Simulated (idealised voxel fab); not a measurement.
Name of the process module below: voxel trench capacitor
The width of the displayed cross-section, cut, is 165 nm; its cells are square, with a size of 5 nm.
Reading order for cross-sections: top band down to bottom band. Underlying form: a grid of square cells. Band size: one or more rows of cells. Band: top height; bottom height; in nm. Then, left to right: material with width in nm, for each material. "edge to edge": a single material spanning edge to edge. "empty": empty space. It should be noted that heights are counted from 0, beneath which the wafer as supplied is of one material throughout, and that the lowest band possesses no lower boundary but continues downward, as written in "from 0 down". The two numbers in a width such as "30..40" mark its ends across the band: the first belongs to the top row of cells, the second to the bottom row, and from each row to the next the width moves by the same amount. For the purposes of this document, the phrase "remained unchanged" attached to a step denotes that no cell within the cross-section was modified by that step. If an empty space has no open way to the top and is at least 8 cells in size, "Trapped voids" lists it, written width x height at distance, where distance is measured from the left edge and every value is in nm. Text after the settings on a step's line: the simulator's own remark on that step. A step line may carry the setting "overlay nm", which, for steps involving a mask, states the distance by which the mask lay to the right of its intended position; negative values denote displacement to the left.
Process steps foreseen in the plan
- 1: RECEIVE (material Si)
- 2: CONFORMAL_DEP (material SiN; thk nm 10)
- 3: MASKED_ETCH (tone open; mask id TRENCH; width nm 30; pitch nm 60; etch materials SiN; depth nm 10; overlay nm 0)
- 4: MASKED_ETCH (tone open; mask id TRENCH; width nm 30; pitch nm 60; etch materials Si; depth nm 35; overlay nm 0)
- 5: CONFORMAL_DEP (material Al2O3; thk nm 5)
- 6: CONFORMAL_DEP (material TiN; thk nm 5)
- 7: FILL_DEP (material W; thk nm 10)
- 8: CMP (height nm 10)
The cross-section here shows the wafer as received, i.e. in its state after step 1
	from 0 down  Si edge to edge
	Trapped voids: none
Cross-sectional image of the first of two wafers at the end of the module, the run having proceeded as planned
	from 10 to 0  35 nm SiN | 5 nm Al2O3 | 5 nm TiN | 10 nm W | 5 nm TiN | 5 nm Al2O3 | 30 nm SiN | 5 nm Al2O3 | 5 nm TiN | 10 nm W | 5 nm TiN | 5 nm Al2O3 | 40 nm SiN
	from 0 to -25  35 nm Si | 5 nm Al2O3 | 5 nm TiN | 10 nm W | 5 nm TiN | 5 nm Al2O3 | 30 nm Si | 5 nm Al2O3 | 5 nm TiN | 10 nm W | 5 nm TiN | 5 nm Al2O3 | 40 nm Si
	from -25 to -30  35 nm Si | 5 nm Al2O3 | 20 nm TiN | 5 nm Al2O3 | 30 nm Si | 5 nm Al2O3 | 20 nm TiN | 5 nm Al2O3 | 40 nm Si
	from -30 to -35  35 nm Si | 30 nm Al2O3 | 30 nm Si | 30 nm Al2O3 | 40 nm Si
	from -35 down  Si edge to edge
	Trapped voids: none
Cross-sectional image of the second wafer of the two following completion of the module. Starting state and process plan were the same as for the first wafer; one execution error occurred
	from 10 to 0  35 nm SiN | 5 nm Al2O3 | 5 nm TiN | 10 nm W | 5 nm TiN | 5 nm Al2O3 | 30 nm SiN | 5 nm Al2O3 | 5 nm TiN | 10 nm W | 5 nm TiN | 5 nm Al2O3 | 40 nm SiN
	from 0 to -60  35 nm Si | 5 nm Al2O3 | 5 nm TiN | 10 nm W | 5 nm TiN | 5 nm Al2O3 | 30 nm Si | 5 nm Al2O3 | 5 nm TiN | 10 nm W | 5 nm TiN | 5 nm Al2O3 | 40 nm Si
	from -60 to -65  35 nm Si | 5 nm Al2O3 | 20 nm TiN | 5 nm Al2O3 | 30 nm Si | 5 nm Al2O3 | 20 nm TiN | 5 nm Al2O3 | 40 nm Si
	from -65 to -70  35 nm Si | 30 nm Al2O3 | 30 nm Si | 30 nm Al2O3 | 40 nm Si
	from -70 down  Si edge to edge
	Trapped voids: none
Heads up, the wafer didn't run the way we planned it: plan step 4 was conducted twice
Upon completion, the second wafer contains, in terms of cells, a greater or smaller amount of certain materials than the first wafer: Al2O3 +28 | Si -84 | TiN +28 | W +28
